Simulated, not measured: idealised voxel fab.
voxel self aligned contacts: a process module
Each square cell in cross-section cut measures 5 nm, and the section as a whole is 235 nm wide.
Throughout this document, each cross-section is represented as a grid of square cells and is presented as a sequence of bands enumerated from the top downward, where a band comprises one or more rows of cells. Quick guide to a band line: top height, bottom height (nm) up front; then every material left to right with its width in nm. Only one material and it's marked "full width"? Then it fills the band edge to edge. And "empty" just means empty space. It should be noted that heights are counted from 0, beneath which the wafer as supplied is of one material throughout, and that the lowest band possesses no lower boundary but continues downward, as written in "z 0 and below". A width given as "30->40" starts at the first number in the band's top row and ends at the second number in its bottom row, shifting by an equal amount at every step from row to row. "no modifications" -> step changed no cross-section cell. Heads up: "Sealed void inventory" only lists the empty pockets with no open path to the top that are 8 cells or more, and it writes them as width x height at distance, distance from the left edge, in nm. That trailing text on a step's line, after the settings, is the simulator's own remark on the step. When a step includes a mask, the "overlay nm" setting on its line states how far to the right of its planned place that mask lay, and negative values state how far to the left.
-- Process steps foreseen in the plan
| 1 | RECEIVE | material Si |
| 2 | CONFORMAL_DEP | material SiO2 | thk nm 5 |
| 3 | DIRECTIONAL_DEP | material polySi | thk nm 25 |
| 4 | DIRECTIONAL_DEP | material SiN | thk nm 20 |
| 5 | DIRECTIONAL_DEP | material aC | thk nm 10 |
| 6 | PATTERN | tone cover | mask id GATE | material resist | width nm 35 | pitch nm 60 | thk nm 30 | overlay nm 0 |
| 7 | DIRECTIONAL_ETCH | etch materials aC | depth nm 10 |
| 8 | STRIP | etch materials resist |
| 9 | DIRECTIONAL_ETCH | etch materials SiN | depth nm 20 |
| 10 | DIRECTIONAL_ETCH | etch materials polySi | depth nm 25 |
| 11 | STRIP | etch materials aC |
| 12 | CONFORMAL_DEP | material SiN | thk nm 5 |
| 13 | DIRECTIONAL_ETCH | etch materials SiN | depth nm 5 |
| 14 | FILL_DEP | material SiO2 | thk nm 15 |
| 15 | CMP | height nm 55 |
| 16 | DIRECTIONAL_DEP | material aC | thk nm 15 |
| 17 | PATTERN | tone open | mask id CONTACT | material resist | width nm 45 | pitch nm 60 | thk nm 35 | overlay nm 0 |
| 18 | DIRECTIONAL_ETCH | etch materials aC | depth nm 15 |
| 19 | STRIP | etch materials resist |
| 20 | DIRECTIONAL_ETCH | etch materials SiO2 | depth nm 55 |
| 21 | STRIP | etch materials aC |
| 22 | CONFORMAL_DEP | material TiN | thk nm 5 |
| 23 | FILL_DEP | material W | thk nm 10 |
| 24 | CMP | height nm 55 |
| 25 | CONFORMAL_DEP | material SiN | thk nm 5 |
-- Cross-section: wafer on arrival = after step 1
  z 0 and below = Si full width
  Sealed void inventory: none
-- Here's the wafer cut in cross-section after the module, started and planned just like above, except one thing was done wrong in the run
  z 60 to 55 = SiN full width
  z 55 to 50 = 65 nm SiO2, then 30 nm TiN, then 5 nm W, then 10 nm TiN, then 15 nm SiO2, then 30 nm TiN, then 5 nm W, then 10 nm TiN, then 65 nm SiO2
  z 50 to 30 = 45 nm SiO2, then 45 nm SiN, then 5 nm TiN, then 5 nm W, then 5 nm TiN, then 45 nm SiN, then 5 nm TiN, then 5 nm W, then 5 nm TiN, then 45 nm SiN, then 25 nm SiO2
  z 30 to 5 = 45 nm SiO2, then 5 nm SiN, then 35 nm polySi, then 5 nm SiN, then 5 nm TiN, then 5 nm W, then 5 nm TiN, then 5 nm SiN, then 35 nm polySi, then 5 nm SiN, then 5 nm TiN, then 5 nm W, then 5 nm TiN, then 5 nm SiN, then 35 nm polySi, then 5 nm SiN, then 25 nm SiO2
  z 5 to 0 = 90 nm SiO2, then 15 nm TiN, then 45 nm SiO2, then 15 nm TiN, then 70 nm SiO2
  z 0 and below = Si full width
  Sealed void inventory: none
Finding, execution versus plan: step 6 ran as: PATTERN | tone cover | mask id GATE | material resist | width nm 35 | pitch nm 60 | thk nm 30 | overlay nm 10
